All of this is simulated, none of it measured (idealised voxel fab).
Herein follows the process module entitled voxel tone inversion.
Each square cell in cross-section cut measures 5 nm, and the section as a whole is 255 nm wide.
Throughout this document, each cross-section is represented as a grid of square cells and is presented as a sequence of bands enumerated from the top downward, where a band comprises one or more rows of cells. In this notation a band is specified by the heights of its top and bottom, in that order and in nm, after which its materials appear from left to right, each paired with its width in nm. The word "throughout" attached to a single material means that material fills the band from edge to edge; the word "blank" stands for empty space. The level at which height equals 0 is the one under which the wafer, as it arrives, is entirely one material. No lower edge exists for the bottom band, which continues downward and is notated as in "z 0 and below". A two-number width, for instance "30 to 40", indicates that the width is equal to the first number in the top row of the band and to the second number in the bottom row, and that it changes by a constant amount per row of cells. A step reported as "nothing changed" is a step in which no cell of the cross-section changed. "Fully sealed voids" specifies each empty space that is not open to the top and that occupies no fewer than 8 cells, using the form width x height at distance, the distance measured from the left edge and all three quantities in nm. Whatever follows a step's settings on its line is a remark the simulator itself makes about that step. What "overlay nm" on a step's line means: if the step has a mask, that mask lay this far to the right of its planned place, or, when the value is negative, to the left.

-- Set out below are the planned steps of the process
1,RECEIVE with material Si
2,CONFORMAL_DEP with material SiN, thk nm 5
3,DIRECTIONAL_DEP with material polySi, thk nm 15
4,PATTERN with tone cover, mask id POSTS, material resist, width nm 25, pitch nm 40, thk nm 25, overlay nm 0
5,DIRECTIONAL_ETCH with etch materials polySi, depth nm 15
6,STRIP with etch materials resist
7,FILL_DEP with material lowk, thk nm 5
8,CMP with height nm 20
9,STRIP with etch materials polySi
10,CONFORMAL_DEP with material TiN, thk nm 5
11,FILL_DEP with material Cu, thk nm 10
12,CMP with height nm 20
13,CONFORMAL_DEP with material SiN, thk nm 5

-- Cross-section, incoming material, after step 1
	z 0 and below  Si throughout
	Fully sealed voids: none

-- Here's the cross-section of the first of our two wafers at the end of the module - it ran as planned
	z 25 to 20  SiN throughout
	z 20 to 10  95 nm lowk / 5 nm TiN / 15 nm Cu / 5 nm TiN / 15 nm lowk / 5 nm TiN / 15 nm Cu / 5 nm TiN / 95 nm lowk
	z 10 to 5  95 nm lowk / 25 nm TiN / 15 nm lowk / 25 nm TiN / 95 nm lowk
	z 5 to 0  SiN throughout
	z 0 and below  Si throughout
	Fully sealed voids: none

-- Presented here is a cross-section of the second of the two wafers as it stood at the end of the module. It was started in the same manner and assigned the same plan as the first wafer; however, one mistake was made in its execution
	z 25 to 20  SiN throughout
	z 20 to 10  90 nm Cu / 5 nm TiN / 25 nm lowk / 5 nm TiN / 5 nm Cu / 5 nm TiN / 25 nm lowk / 5 nm TiN / 90 nm Cu
	z 10 to 5  95 nm TiN / 25 nm lowk / 15 nm TiN / 25 nm lowk / 95 nm TiN
	z 5 to 0  SiN throughout
	z 0 and below  Si throughout
	Fully sealed voids: none
Here's what went sideways: note that step 4 departed from the planned setting and was carried out as PATTERN with tone open, mask id POSTS, material resist, width nm 25, pitch nm 40, thk nm 25, overlay nm 0
Per the end-of-run cell counts, the second wafer holds more or fewer of some materials than the first: Cu: 62 more, TiN: 31 more, lowk: 93 fewer
